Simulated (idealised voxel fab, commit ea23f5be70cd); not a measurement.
process module | voxel wiring stack
cross-section cut | 275 nm wide | cells 5 nm
A cross-section is a grid of square cells, given in bands from the top down. A band is one or more rows of cells.
Each band's line starts with the height of the band's top and of its bottom, in nm. Then come its materials from left to right, each with its width in nm. One material with "throughout" fills the band from edge to edge. "air" is empty space.
Height 0 is the level under which the wafer as received is all one material. The lowest band goes on downwards, as in "0 down".
A width such as "30 to 40" changes by the same amount from each row of cells to the next, from the band's top row to its bottom row.
"no change" after a step means that no cell of the cross-section changed.
closed voids: empty space of 8 cells or more with no open way to the top, each as width x height at its distance from the left edge, in nm
after a step's settings: what the simulator itself notes on the step
overlay nm, on a step with a mask: how far to the right of its planned place the mask lay; to the left if negative
Each pair below shows a cross-section before one step and the cross-section after it, down to the lowest band that changed. The line under each pair gives the step between them, with its settings. The pairs can come from different runs of this module on the same starting wafer, so a pair continues from the pair above only where its "before" says so.
before
  105 to 85: air 40 | resist 25 | air 30 | resist 25 | air 30 | resist 25 | air 30 | resist 25 | air 45
  85 to 70: air 40 | W 25 | air 30 | W 25 | air 30 | W 25 | air 30 | W 25 | air 45
  70 to 65: TiN throughout
  65 to 50: SiO2 40 | TiN 5 | Cu 5 | TiN 5 | SiO2 95 | TiN 5 | Cu 5 | TiN 5 | SiO2 110
  50 to 45: SiCN 40 | TiN 15 | SiCN 95 | TiN 15 | SiCN 110
  45 to 40: SiO2 throughout
  40 to 15: SiO2 40 | W 25 | SiO2 30 | W 25 | SiO2 30 | W 25 | SiO2 30 | W 25 | SiO2 45
  15 to 0: SiO2 throughout
  0 down: Si throughout
  closed voids: none
after
  105 to 85: air 40 | resist 25 | air 30 | resist 25 | air 30 | resist 25 | air 30 | resist 25 | air 45
  85 to 70: air 40 | W 25 | air 30 | W 25 | air 30 | W 25 | air 30 | W 25 | air 45
  70 to 65: air 40 | TiN 25 | air 30 | TiN 25 | air 30 | TiN 25 | air 30 | TiN 25 | air 45
  below 65: unchanged
  closed voids: none
the step between: op DIRECTIONAL_ETCH | etch materials TiN | depth nm 5
before: the cross-section after the pair above
after
  85 to 70: air 40 | W 25 | air 30 | W 25 | air 30 | W 25 | air 30 | W 25 | air 45
  below 70: unchanged
  closed voids: none
the step between: op STRIP | etch materials resist
before: the cross-section after the pair above
after
  90 to 85: air 35 | SiCN 35 | air 20 | SiCN 35 | air 20 | SiCN 35 | air 20 | SiCN 35 | air 40
  85 to 70: air 35 | SiCN 5 | W 25 | SiCN 5 | air 20 | SiCN 5 | W 25 | SiCN 5 | air 20 | SiCN 5 | W 25 | SiCN 5 | air 20 | SiCN 5 | W 25 | SiCN 5 | air 40
  70 to 65: SiCN 40 | TiN 25 | SiCN 30 | TiN 25 | SiCN 30 | TiN 25 | SiCN 30 | TiN 25 | SiCN 45
  below 65: unchanged
  closed voids: none
the step between: op CONFORMAL_DEP | material SiCN | thk nm 5
before: the cross-section after the pair above
after
  100 to 90: SiO2 throughout
  90 to 85: SiO2 35 | SiCN 35 | SiO2 20 | SiCN 35 | SiO2 20 | SiCN 35 | SiO2 20 | SiCN 35 | SiO2 40
  85 to 70: SiO2 35 | SiCN 5 | W 25 | SiCN 5 | SiO2 20 | SiCN 5 | W 25 | SiCN 5 | SiO2 20 | SiCN 5 | W 25 | SiCN 5 | SiO2 20 | SiCN 5 | W 25 | SiCN 5 | SiO2 40
  below 70: unchanged
  closed voids: none
the step between: op FILL_DEP | material SiO2 | thk nm 10
before: the cross-section after the pair above
after
  85 to 70: SiO2 35 | SiCN 5 | W 25 | SiCN 5 | SiO2 20 | SiCN 5 | W 25 | SiCN 5 | SiO2 20 | SiCN 5 | W 25 | SiCN 5 | SiO2 20 | SiCN 5 | W 25 | SiCN 5 | SiO2 40
  below 70: unchanged
  closed voids: none
the step between: op CMP | height nm 85
before: the cross-section after the pair above
after
  90 to 85: SiCN throughout
  below 85: unchanged
  closed voids: none
the step between: op CONFORMAL_DEP | material SiCN | thk nm 5
before: the cross-section after the pair above
after
  115 to 90: SiO2 throughout
  below 90: unchanged
  closed voids: none
the step between: op DIRECTIONAL_DEP | material SiO2 | thk nm 25
before: the cross-section after the pair above
after
  135 to 115: resist 40 | air 25 | resist 30 | air 25 | resist 30 | air 25 | resist 30 | air 25 | resist 45
  below 115: unchanged
  closed voids: none
the step between: op PATTERN | tone open | mask id METAL_3 | material resist | width nm 25 | pitch nm 55 | thk nm 20 | overlay nm 0
before: the cross-section after the pair above
after
  135 to 115: resist 40 | air 25 | resist 30 | air 25 | resist 30 | air 25 | resist 30 | air 25 | resist 45
  115 to 100: SiO2 40 | air 25 | SiO2 30 | air 25 | SiO2 30 | air 25 | SiO2 30 | air 25 | SiO2 45
  below 100: unchanged
  closed voids: none
the step between: op DIRECTIONAL_ETCH | etch materials SiO2 | depth nm 15
before: the cross-section after the pair above
after
  115 to 100: SiO2 40 | air 25 | SiO2 30 | air 25 | SiO2 30 | air 25 | SiO2 30 | air 25 | SiO2 45
  below 100: unchanged
  closed voids: none
the step between: op STRIP | etch materials resist
before: the cross-section after the pair above
after
  135 to 115: resist 40 | air 15 | resist 40 | air 15 | resist 40 | air 15 | resist 40 | air 15 | resist 55
  115 to 100: SiO2 40 | air 15 | resist 10 | SiO2 30 | air 15 | resist 10 | SiO2 30 | air 15 | resist 10 | SiO2 30 | air 15 | resist 10 | SiO2 45
  below 100: unchanged
  closed voids: none
the step between: op PATTERN | tone open | mask id METAL_3_HOLES | material resist | width nm 15 | pitch nm 55 | thk nm 20 | overlay nm 0
before: the cross-section after the pair above
after
  135 to 115: resist 40 | air 15 | resist 40 | air 15 | resist 40 | air 15 | resist 40 | air 15 | resist 55
  115 to 100: SiO2 40 | air 15 | resist 10 | SiO2 30 | air 15 | resist 10 | SiO2 30 | air 15 | resist 10 | SiO2 30 | air 15 | resist 10 | SiO2 45
  100 to 90: SiO2 40 | air 15 | SiO2 40 | air 15 | SiO2 40 | air 15 | SiO2 40 | air 15 | SiO2 55
  below 90: unchanged
  closed voids: none
the step between: op DIRECTIONAL_ETCH | etch materials SiO2 | depth nm 10
before: the cross-section after the pair above
after
  135 to 115: resist 40 | air 15 | resist 40 | air 15 | resist 40 | air 15 | resist 40 | air 15 | resist 55
  115 to 100: SiO2 40 | air 15 | resist 10 | SiO2 30 | air 15 | resist 10 | SiO2 30 | air 15 | resist 10 | SiO2 30 | air 15 | resist 10 | SiO2 45
  100 to 90: SiO2 40 | air 15 | SiO2 40 | air 15 | SiO2 40 | air 15 | SiO2 40 | air 15 | SiO2 55
  90 to 85: SiCN 40 | air 15 | SiCN 40 | air 15 | SiCN 40 | air 15 | SiCN 40 | air 15 | SiCN 55
  below 85: unchanged
  closed voids: none
the step between: op DIRECTIONAL_ETCH | etch materials SiCN | depth nm 5
before: the cross-section after the pair above
after
  115 to 100: SiO2 40 | air 25 | SiO2 30 | air 25 | SiO2 30 | air 25 | SiO2 30 | air 25 | SiO2 45
  below 100: unchanged
  closed voids: none
the step between: op STRIP | etch materials resist
before: the cross-section after the pair above
after
  120 to 115: TiN 45 | air 15 | TiN 40 | air 15 | TiN 40 | air 15 | TiN 40 | air 15 | TiN 50
  115 to 105: SiO2 40 | TiN 5 | air 15 | TiN 5 | SiO2 30 | TiN 5 | air 15 | TiN 5 | SiO2 30 | TiN 5 | air 15 | TiN 5 | SiO2 30 | TiN 5 | air 15 | TiN 5 | SiO2 45
  105 to 100: SiO2 40 | TiN 5 | air 5 | TiN 15 | SiO2 30 | TiN 5 | air 5 | TiN 15 | SiO2 30 | TiN 5 | air 5 | TiN 15 | SiO2 30 | TiN 5 | air 5 | TiN 15 | SiO2 45
  100 to 90: SiO2 40 | TiN 5 | air 5 | TiN 5 | SiO2 40 | TiN 5 | air 5 | TiN 5 | SiO2 40 | TiN 5 | air 5 | TiN 5 | SiO2 40 | TiN 5 | air 5 | TiN 5 | SiO2 55
  90 to 85: SiCN 40 | TiN 15 | SiCN 40 | TiN 15 | SiCN 40 | TiN 15 | SiCN 40 | TiN 15 | SiCN 55
  below 85: unchanged
  closed voids: none
the step between: op CONFORMAL_DEP | material TiN | thk nm 5
before: the cross-section after the pair above
after
  125 to 120: Ru throughout
  120 to 115: TiN 45 | Ru 15 | TiN 40 | Ru 15 | TiN 40 | Ru 15 | TiN 40 | Ru 15 | TiN 50
  115 to 105: SiO2 40 | TiN 5 | Ru 15 | TiN 5 | SiO2 30 | TiN 5 | Ru 15 | TiN 5 | SiO2 30 | TiN 5 | Ru 15 | TiN 5 | SiO2 30 | TiN 5 | Ru 15 | TiN 5 | SiO2 45
  105 to 100: SiO2 40 | TiN 5 | Ru 5 | TiN 15 | SiO2 30 | TiN 5 | Ru 5 | TiN 15 | SiO2 30 | TiN 5 | Ru 5 | TiN 15 | SiO2 30 | TiN 5 | Ru 5 | TiN 15 | SiO2 45
  100 to 90: SiO2 40 | TiN 5 | Ru 5 | TiN 5 | SiO2 40 | TiN 5 | Ru 5 | TiN 5 | SiO2 40 | TiN 5 | Ru 5 | TiN 5 | SiO2 40 | TiN 5 | Ru 5 | TiN 5 | SiO2 55
  below 90: unchanged
  closed voids: none
the step between: op FILL_DEP | material Ru | thk nm 5
before: the cross-section after the pair above
after
  115 to 105: SiO2 40 | TiN 5 | Ru 15 | TiN 5 | SiO2 30 | TiN 5 | Ru 15 | TiN 5 | SiO2 30 | TiN 5 | Ru 15 | TiN 5 | SiO2 30 | TiN 5 | Ru 15 | TiN 5 | SiO2 45
  below 105: unchanged
  closed voids: none
the step between: op CMP | height nm 115
before: the cross-section after the pair above
after
  120 to 115: SiCN throughout
  below 115: unchanged
  closed voids: none
the step between: op CONFORMAL_DEP | material SiCN | thk nm 5
before: the cross-section after the pair above
after
  150 to 120: lowk throughout
  below 120: unchanged
  closed voids: none
the step between: op DIRECTIONAL_DEP | material lowk | thk nm 30
before: the cross-section after the pair above
after
  165 to 150: aC throughout
  below 150: unchanged
  closed voids: none
the step between: op DIRECTIONAL_DEP | material aC | thk nm 15
before: the cross-section after the pair above
after
  200 to 165: resist 40 | air 25 | resist 30 | air 25 | resist 30 | air 25 | resist 30 | air 25 | resist 45
  below 165: unchanged
  closed voids: none
the step between: op PATTERN | tone open | mask id METAL_4 | material resist | width nm 25 | pitch nm 55 | thk nm 35 | overlay nm 0
before: the cross-section after the pair above
after
  185 to 165: resist 40 | air 25 | resist 30 | air 25 | resist 30 | air 25 | resist 30 | air 25 | resist 45
  165 to 150: aC 40 | air 25 | aC 30 | air 25 | aC 30 | air 25 | aC 30 | air 25 | aC 45
  below 150: unchanged
  closed voids: none
the step between: op DIRECTIONAL_ETCH | etch materials aC | depth nm 15
before: the cross-section after the pair above
after
  165 to 150: aC 40 | air 25 | aC 30 | air 25 | aC 30 | air 25 | aC 30 | air 25 | aC 45
  below 150: unchanged
  closed voids: none
the step between: op STRIP | etch materials resist
before: the cross-section after the pair above
after
  165 to 150: aC 40 | air 25 | aC 30 | air 25 | aC 30 | air 25 | aC 30 | air 25 | aC 45
  150 to 135: lowk 40 | air 25 | lowk 30 | air 25 | lowk 30 | air 25 | lowk 30 | air 25 | lowk 45
  below 135: unchanged
  closed voids: none
the step between: op DIRECTIONAL_ETCH | etch materials lowk | depth nm 15
before: the cross-section after the pair above
after
  150 to 135: lowk 40 | air 25 | lowk 30 | air 25 | lowk 30 | air 25 | lowk 30 | air 25 | lowk 45
  below 135: unchanged
  closed voids: none
the step between: op STRIP | etch materials aC
before: the cross-section after the pair above
after
  160 to 150: aC 40 | air 25 | aC 30 | air 25 | aC 30 | air 25 | aC 30 | air 25 | aC 45
  150 to 145: lowk 40 | air 25 | lowk 30 | air 25 | lowk 30 | air 25 | lowk 30 | air 25 | lowk 45
  145 to 135: lowk 40 | aC 25 | lowk 30 | aC 25 | lowk 30 | aC 25 | lowk 30 | aC 25 | lowk 45
  below 135: unchanged
  closed voids: none
the step between: op DIRECTIONAL_DEP | material aC | thk nm 10
before: the cross-section after the pair above
after
  185 to 160: resist 40 | air 15 | resist 40 | air 15 | resist 40 | air 15 | resist 40 | air 15 | resist 55
  160 to 150: aC 40 | air 15 | resist 10 | aC 30 | air 15 | resist 10 | aC 30 | air 15 | resist 10 | aC 30 | air 15 | resist 10 | aC 45
  150 to 145: lowk 40 | air 15 | resist 10 | lowk 30 | air 15 | resist 10 | lowk 30 | air 15 | resist 10 | lowk 30 | air 15 | resist 10 | lowk 45
  below 145: unchanged
  closed voids: none
the step between: op PATTERN | tone open | mask id METAL_4_HOLES | material resist | width nm 15 | pitch nm 55 | thk nm 25 | overlay nm 0
before: the cross-section after the pair above
after
  175 to 160: resist 40 | air 15 | resist 40 | air 15 | resist 40 | air 15 | resist 40 | air 15 | resist 55
  160 to 150: aC 40 | air 15 | resist 10 | aC 30 | air 15 | resist 10 | aC 30 | air 15 | resist 10 | aC 30 | air 15 | resist 10 | aC 45
  150 to 145: lowk 40 | air 15 | resist 10 | lowk 30 | air 15 | resist 10 | lowk 30 | air 15 | resist 10 | lowk 30 | air 15 | resist 10 | lowk 45
  145 to 135: lowk 40 | air 15 | aC 10 | lowk 30 | air 15 | aC 10 | lowk 30 | air 15 | aC 10 | lowk 30 | air 15 | aC 10 | lowk 45
  below 135: unchanged
  closed voids: none
the step between: op DIRECTIONAL_ETCH | etch materials aC | depth nm 10
before: the cross-section after the pair above
after
  160 to 150: aC 40 | air 25 | aC 30 | air 25 | aC 30 | air 25 | aC 30 | air 25 | aC 45
  150 to 145: lowk 40 | air 25 | lowk 30 | air 25 | lowk 30 | air 25 | lowk 30 | air 25 | lowk 45
  below 145: unchanged
  closed voids: none
the step between: op STRIP | etch materials resist
before: the cross-section after the pair above
after
  160 to 150: aC 40 | air 25 | aC 30 | air 25 | aC 30 | air 25 | aC 30 | air 25 | aC 45
  150 to 145: lowk 40 | air 25 | lowk 30 | air 25 | lowk 30 | air 25 | lowk 30 | air 25 | lowk 45
  145 to 135: lowk 40 | air 15 | aC 10 | lowk 30 | air 15 | aC 10 | lowk 30 | air 15 | aC 10 | lowk 30 | air 15 | aC 10 | lowk 45
  135 to 120: lowk 40 | air 15 | lowk 40 | air 15 | lowk 40 | air 15 | lowk 40 | air 15 | lowk 55
  below 120: unchanged
  closed voids: none
the step between: op DIRECTIONAL_ETCH | etch materials lowk | depth nm 15
before: the cross-section after the pair above
after
  160 to 150: aC 40 | air 25 | aC 30 | air 25 | aC 30 | air 25 | aC 30 | air 25 | aC 45
  150 to 145: lowk 40 | air 25 | lowk 30 | air 25 | lowk 30 | air 25 | lowk 30 | air 25 | lowk 45
  145 to 135: lowk 40 | air 15 | aC 10 | lowk 30 | air 15 | aC 10 | lowk 30 | air 15 | aC 10 | lowk 30 | air 15 | aC 10 | lowk 45
  135 to 120: lowk 40 | air 15 | lowk 40 | air 15 | lowk 40 | air 15 | lowk 40 | air 15 | lowk 55
  120 to 115: SiCN 40 | air 15 | SiCN 40 | air 15 | SiCN 40 | air 15 | SiCN 40 | air 15 | SiCN 55
  below 115: unchanged
  closed voids: none
the step between: op DIRECTIONAL_ETCH | etch materials SiCN | depth nm 5
before: the cross-section after the pair above
after
  150 to 135: lowk 40 | air 25 | lowk 30 | air 25 | lowk 30 | air 25 | lowk 30 | air 25 | lowk 45
  below 135: unchanged
  closed voids: none
the step between: op STRIP | etch materials aC
before: the cross-section after the pair above
after
  155 to 150: TiN 45 | air 15 | TiN 40 | air 15 | TiN 40 | air 15 | TiN 40 | air 15 | TiN 50
  150 to 140: lowk 40 | TiN 5 | air 15 | TiN 5 | lowk 30 | TiN 5 | air 15 | TiN 5 | lowk 30 | TiN 5 | air 15 | TiN 5 | lowk 30 | TiN 5 | air 15 | TiN 5 | lowk 45
  140 to 135: lowk 40 | TiN 5 | air 5 | TiN 15 | lowk 30 | TiN 5 | air 5 | TiN 15 | lowk 30 | TiN 5 | air 5 | TiN 15 | lowk 30 | TiN 5 | air 5 | TiN 15 | lowk 45
  135 to 120: lowk 40 | TiN 5 | air 5 | TiN 5 | lowk 40 | TiN 5 | air 5 | TiN 5 | lowk 40 | TiN 5 | air 5 | TiN 5 | lowk 40 | TiN 5 | air 5 | TiN 5 | lowk 55
  120 to 115: SiCN 40 | TiN 15 | SiCN 40 | TiN 15 | SiCN 40 | TiN 15 | SiCN 40 | TiN 15 | SiCN 55
  below 115: unchanged
  closed voids: none
the step between: op CONFORMAL_DEP | material TiN | thk nm 5
before: the cross-section after the pair above
after
  165 to 155: Cu throughout
  155 to 150: TiN 45 | Cu 15 | TiN 40 | Cu 15 | TiN 40 | Cu 15 | TiN 40 | Cu 15 | TiN 50
  150 to 140: lowk 40 | TiN 5 | Cu 15 | TiN 5 | lowk 30 | TiN 5 | Cu 15 | TiN 5 | lowk 30 | TiN 5 | Cu 15 | TiN 5 | lowk 30 | TiN 5 | Cu 15 | TiN 5 | lowk 45
  140 to 135: lowk 40 | TiN 5 | Cu 5 | TiN 15 | lowk 30 | TiN 5 | Cu 5 | TiN 15 | lowk 30 | TiN 5 | Cu 5 | TiN 15 | lowk 30 | TiN 5 | Cu 5 | TiN 15 | lowk 45
  135 to 120: lowk 40 | TiN 5 | Cu 5 | TiN 5 | lowk 40 | TiN 5 | Cu 5 | TiN 5 | lowk 40 | TiN 5 | Cu 5 | TiN 5 | lowk 40 | TiN 5 | Cu 5 | TiN 5 | lowk 55
  below 120: unchanged
  closed voids: none
the step between: op FILL_DEP | material Cu | thk nm 10
before: the cross-section after the pair above
after
  150 to 140: lowk 40 | TiN 5 | Cu 15 | TiN 5 | lowk 30 | TiN 5 | Cu 15 | TiN 5 | lowk 30 | TiN 5 | Cu 15 | TiN 5 | lowk 30 | TiN 5 | Cu 15 | TiN 5 | lowk 45
  below 140: unchanged
  closed voids: none
the step between: op CMP | height nm 150
before: the cross-section after the pair above
after
  155 to 150: SiN throughout
  below 150: unchanged
  closed voids: none
the step between: op CONFORMAL_DEP | material SiN | thk nm 5
before
  115 to 90: SiO2 throughout
  90 to 85: SiCN throughout
  85 to 70: SiO2 35 | SiCN 5 | W 25 | SiCN 5 | SiO2 20 | SiCN 5 | W 25 | SiCN 5 | SiO2 20 | SiCN 5 | W 25 | SiCN 5 | SiO2 20 | SiCN 5 | W 25 | SiCN 5 | SiO2 40
  70 to 65: SiCN 40 | TiN 25 | SiCN 30 | TiN 25 | SiCN 30 | TiN 25 | SiCN 30 | TiN 25 | SiCN 45
  65 to 50: SiO2 40 | TiN 5 | Cu 5 | TiN 5 | SiO2 95 | TiN 5 | Cu 5 | TiN 5 | SiO2 110
  50 to 45: SiCN 40 | TiN 15 | SiCN 95 | TiN 15 | SiCN 110
  45 to 20: SiO2 40 | W 25 | SiO2 30 | W 25 | SiO2 30 | W 25 | SiO2 30 | W 25 | SiO2 45
  20 to 15: SiO2 40 | TiN 25 | SiO2 30 | TiN 25 | SiO2 30 | TiN 25 | SiO2 30 | TiN 25 | SiO2 45
  15 to 0: SiO2 throughout
  0 down: Si throughout
  closed voids: none
after
  140 to 90: SiO2 throughout
  below 90: unchanged
  closed voids: none
the step between: op DIRECTIONAL_DEP | material SiO2 | thk nm 25
before: the cross-section after the pair above
after
  160 to 140: resist 40 | air 25 | resist 30 | air 25 | resist 30 | air 25 | resist 30 | air 25 | resist 45
  below 140: unchanged
  closed voids: none
the step between: op PATTERN | tone open | mask id METAL_3 | material resist | width nm 25 | pitch nm 55 | thk nm 20 | overlay nm 0
before: the cross-section after the pair above
after
  160 to 140: resist 40 | air 25 | resist 30 | air 25 | resist 30 | air 25 | resist 30 | air 25 | resist 45
  140 to 125: SiO2 40 | air 25 | SiO2 30 | air 25 | SiO2 30 | air 25 | SiO2 30 | air 25 | SiO2 45
  below 125: unchanged
  closed voids: none
the step between: op DIRECTIONAL_ETCH | etch materials SiO2 | depth nm 15
before: the cross-section after the pair above
after
  140 to 125: SiO2 40 | air 25 | SiO2 30 | air 25 | SiO2 30 | air 25 | SiO2 30 | air 25 | SiO2 45
  below 125: unchanged
  closed voids: none
the step between: op STRIP | etch materials resist
before: the cross-section after the pair above
after
  160 to 140: resist 40 | air 15 | resist 40 | air 15 | resist 40 | air 15 | resist 40 | air 15 | resist 55
  140 to 125: SiO2 40 | air 15 | resist 10 | SiO2 30 | air 15 | resist 10 | SiO2 30 | air 15 | resist 10 | SiO2 30 | air 15 | resist 10 | SiO2 45
  below 125: unchanged
  closed voids: none
the step between: op PATTERN | tone open | mask id METAL_3_HOLES | material resist | width nm 15 | pitch nm 55 | thk nm 20 | overlay nm 0
before: the cross-section after the pair above
after
  160 to 140: resist 40 | air 15 | resist 40 | air 15 | resist 40 | air 15 | resist 40 | air 15 | resist 55
  140 to 125: SiO2 40 | air 15 | resist 10 | SiO2 30 | air 15 | resist 10 | SiO2 30 | air 15 | resist 10 | SiO2 30 | air 15 | resist 10 | SiO2 45
  125 to 115: SiO2 40 | air 15 | SiO2 40 | air 15 | SiO2 40 | air 15 | SiO2 40 | air 15 | SiO2 55
  below 115: unchanged
  closed voids: none
the step between: op DIRECTIONAL_ETCH | etch materials SiO2 | depth nm 10
before: the cross-section after the pair above
after
  140 to 125: SiO2 40 | air 25 | SiO2 30 | air 25 | SiO2 30 | air 25 | SiO2 30 | air 25 | SiO2 45
  below 125: unchanged
  closed voids: none
the step between: op STRIP | etch materials resist
before: the cross-section after the pair above
after
  145 to 140: TiN 45 | air 15 | TiN 40 | air 15 | TiN 40 | air 15 | TiN 40 | air 15 | TiN 50
  140 to 130: SiO2 40 | TiN 5 | air 15 | TiN 5 | SiO2 30 | TiN 5 | air 15 | TiN 5 | SiO2 30 | TiN 5 | air 15 | TiN 5 | SiO2 30 | TiN 5 | air 15 | TiN 5 | SiO2 45
  130 to 120: SiO2 40 | TiN 5 | air 5 | TiN 15 to 5 | SiO2 30 to 40 | TiN 5 | air 5 | TiN 15 to 5 | SiO2 30 to 40 | TiN 5 | air 5 | TiN 15 to 5 | SiO2 30 to 40 | TiN 5 | air 5 | TiN 15 to 5 | SiO2 45 to 55
  120 to 115: SiO2 40 | TiN 15 | SiO2 40 | TiN 15 | SiO2 40 | TiN 15 | SiO2 40 | TiN 15 | SiO2 55
  below 115: unchanged
  closed voids: none
the step between: op CONFORMAL_DEP | material TiN | thk nm 5
before: the cross-section after the pair above
after
  150 to 145: Ru throughout
  145 to 140: TiN 45 | Ru 15 | TiN 40 | Ru 15 | TiN 40 | Ru 15 | TiN 40 | Ru 15 | TiN 50
  140 to 130: SiO2 40 | TiN 5 | Ru 15 | TiN 5 | SiO2 30 | TiN 5 | Ru 15 | TiN 5 | SiO2 30 | TiN 5 | Ru 15 | TiN 5 | SiO2 30 | TiN 5 | Ru 15 | TiN 5 | SiO2 45
  130 to 120: SiO2 40 | TiN 5 | Ru 5 | TiN 15 to 5 | SiO2 30 to 40 | TiN 5 | Ru 5 | TiN 15 to 5 | SiO2 30 to 40 | TiN 5 | Ru 5 | TiN 15 to 5 | SiO2 30 to 40 | TiN 5 | Ru 5 | TiN 15 to 5 | SiO2 45 to 55
  below 120: unchanged
  closed voids: none
the step between: op FILL_DEP | material Ru | thk nm 5
before: the cross-section after the pair above
after
  115 to 90: SiO2 throughout
  below 90: unchanged
  closed voids: none
the step between: op CMP | height nm 115
before: the cross-section after the pair above
after
  120 to 115: SiCN throughout
  below 115: unchanged
  closed voids: none
the step between: op CONFORMAL_DEP | material SiCN | thk nm 5
before: the cross-section after the pair above
after
  150 to 120: lowk throughout
  below 120: unchanged
  closed voids: none
the step between: op DIRECTIONAL_DEP | material lowk | thk nm 30
before: the cross-section after the pair above
after
  165 to 150: aC throughout
  below 150: unchanged
  closed voids: none
the step between: op DIRECTIONAL_DEP | material aC | thk nm 15
before: the cross-section after the pair above
after
  200 to 165: resist 40 | air 25 | resist 30 | air 25 | resist 30 | air 25 | resist 30 | air 25 | resist 45
  below 165: unchanged
  closed voids: none
the step between: op PATTERN | tone open | mask id METAL_4 | material resist | width nm 25 | pitch nm 55 | thk nm 35 | overlay nm 0
before: the cross-section after the pair above
after
  185 to 165: resist 40 | air 25 | resist 30 | air 25 | resist 30 | air 25 | resist 30 | air 25 | resist 45
  165 to 150: aC 40 | air 25 | aC 30 | air 25 | aC 30 | air 25 | aC 30 | air 25 | aC 45
  below 150: unchanged
  closed voids: none
the step between: op DIRECTIONAL_ETCH | etch materials aC | depth nm 15
before: the cross-section after the pair above
after
  165 to 150: aC 40 | air 25 | aC 30 | air 25 | aC 30 | air 25 | aC 30 | air 25 | aC 45
  below 150: unchanged
  closed voids: none
the step between: op STRIP | etch materials resist
before: the cross-section after the pair above
after
  165 to 150: aC 40 | air 25 | aC 30 | air 25 | aC 30 | air 25 | aC 30 | air 25 | aC 45
  150 to 135: lowk 40 | air 25 | lowk 30 | air 25 | lowk 30 | air 25 | lowk 30 | air 25 | lowk 45
  below 135: unchanged
  closed voids: none
the step between: op DIRECTIONAL_ETCH | etch materials lowk | depth nm 15
before: the cross-section after the pair above
after
  150 to 135: lowk 40 | air 25 | lowk 30 | air 25 | lowk 30 | air 25 | lowk 30 | air 25 | lowk 45
  below 135: unchanged
  closed voids: none
the step between: op STRIP | etch materials aC
before: the cross-section after the pair above
after
  160 to 150: aC 40 | air 25 | aC 30 | air 25 | aC 30 | air 25 | aC 30 | air 25 | aC 45
  150 to 145: lowk 40 | air 25 | lowk 30 | air 25 | lowk 30 | air 25 | lowk 30 | air 25 | lowk 45
  145 to 135: lowk 40 | aC 25 | lowk 30 | aC 25 | lowk 30 | aC 25 | lowk 30 | aC 25 | lowk 45
  below 135: unchanged
  closed voids: none
the step between: op DIRECTIONAL_DEP | material aC | thk nm 10
before: the cross-section after the pair above
after
  185 to 160: resist 40 | air 15 | resist 40 | air 15 | resist 40 | air 15 | resist 40 | air 15 | resist 55
  160 to 150: aC 40 | air 15 | resist 10 | aC 30 | air 15 | resist 10 | aC 30 | air 15 | resist 10 | aC 30 | air 15 | resist 10 | aC 45
  150 to 145: lowk 40 | air 15 | resist 10 | lowk 30 | air 15 | resist 10 | lowk 30 | air 15 | resist 10 | lowk 30 | air 15 | resist 10 | lowk 45
  below 145: unchanged
  closed voids: none
the step between: op PATTERN | tone open | mask id METAL_4_HOLES | material resist | width nm 15 | pitch nm 55 | thk nm 25 | overlay nm 0
before: the cross-section after the pair above
after
  175 to 160: resist 40 | air 15 | resist 40 | air 15 | resist 40 | air 15 | resist 40 | air 15 | resist 55
  160 to 150: aC 40 | air 15 | resist 10 | aC 30 | air 15 | resist 10 | aC 30 | air 15 | resist 10 | aC 30 | air 15 | resist 10 | aC 45
  150 to 145: lowk 40 | air 15 | resist 10 | lowk 30 | air 15 | resist 10 | lowk 30 | air 15 | resist 10 | lowk 30 | air 15 | resist 10 | lowk 45
  145 to 135: lowk 40 | air 15 | aC 10 | lowk 30 | air 15 | aC 10 | lowk 30 | air 15 | aC 10 | lowk 30 | air 15 | aC 10 | lowk 45
  below 135: unchanged
  closed voids: none
the step between: op DIRECTIONAL_ETCH | etch materials aC | depth nm 10
before: the cross-section after the pair above
after
  160 to 150: aC 40 | air 25 | aC 30 | air 25 | aC 30 | air 25 | aC 30 | air 25 | aC 45
  150 to 145: lowk 40 | air 25 | lowk 30 | air 25 | lowk 30 | air 25 | lowk 30 | air 25 | lowk 45
  below 145: unchanged
  closed voids: none
the step between: op STRIP | etch materials resist
before: the cross-section after the pair above
after
  160 to 150: aC 40 | air 25 | aC 30 | air 25 | aC 30 | air 25 | aC 30 | air 25 | aC 45
  150 to 145: lowk 40 | air 25 | lowk 30 | air 25 | lowk 30 | air 25 | lowk 30 | air 25 | lowk 45
  145 to 135: lowk 40 | air 15 | aC 10 | lowk 30 | air 15 | aC 10 | lowk 30 | air 15 | aC 10 | lowk 30 | air 15 | aC 10 | lowk 45
  135 to 120: lowk 40 | air 15 | lowk 40 | air 15 | lowk 40 | air 15 | lowk 40 | air 15 | lowk 55
  below 120: unchanged
  closed voids: none
the step between: op DIRECTIONAL_ETCH | etch materials lowk | depth nm 15
before: the cross-section after the pair above
after
  160 to 150: aC 40 | air 25 | aC 30 | air 25 | aC 30 | air 25 | aC 30 | air 25 | aC 45
  150 to 145: lowk 40 | air 25 | lowk 30 | air 25 | lowk 30 | air 25 | lowk 30 | air 25 | lowk 45
  145 to 135: lowk 40 | air 15 | aC 10 | lowk 30 | air 15 | aC 10 | lowk 30 | air 15 | aC 10 | lowk 30 | air 15 | aC 10 | lowk 45
  135 to 120: lowk 40 | air 15 | lowk 40 | air 15 | lowk 40 | air 15 | lowk 40 | air 15 | lowk 55
  120 to 115: SiCN 40 | air 15 | SiCN 40 | air 15 | SiCN 40 | air 15 | SiCN 40 | air 15 | SiCN 55
  below 115: unchanged
  closed voids: none
the step between: op DIRECTIONAL_ETCH | etch materials SiCN | depth nm 5
before: the cross-section after the pair above
after
  150 to 135: lowk 40 | air 25 | lowk 30 | air 25 | lowk 30 | air 25 | lowk 30 | air 25 | lowk 45
  below 135: unchanged
  closed voids: none
the step between: op STRIP | etch materials aC
before: the cross-section after the pair above
after
  155 to 150: TiN 45 | air 15 | TiN 40 | air 15 | TiN 40 | air 15 | TiN 40 | air 15 | TiN 50
  150 to 140: lowk 40 | TiN 5 | air 15 | TiN 5 | lowk 30 | TiN 5 | air 15 | TiN 5 | lowk 30 | TiN 5 | air 15 | TiN 5 | lowk 30 | TiN 5 | air 15 | TiN 5 | lowk 45
  140 to 135: lowk 40 | TiN 5 | air 5 | TiN 15 | lowk 30 | TiN 5 | air 5 | TiN 15 | lowk 30 | TiN 5 | air 5 | TiN 15 | lowk 30 | TiN 5 | air 5 | TiN 15 | lowk 45
  135 to 120: lowk 40 | TiN 5 | air 5 | TiN 5 | lowk 40 | TiN 5 | air 5 | TiN 5 | lowk 40 | TiN 5 | air 5 | TiN 5 | lowk 40 | TiN 5 | air 5 | TiN 5 | lowk 55
  120 to 115: SiCN 40 | TiN 15 | SiCN 40 | TiN 15 | SiCN 40 | TiN 15 | SiCN 40 | TiN 15 | SiCN 55
  below 115: unchanged
  closed voids: none
the step between: op CONFORMAL_DEP | material TiN | thk nm 5
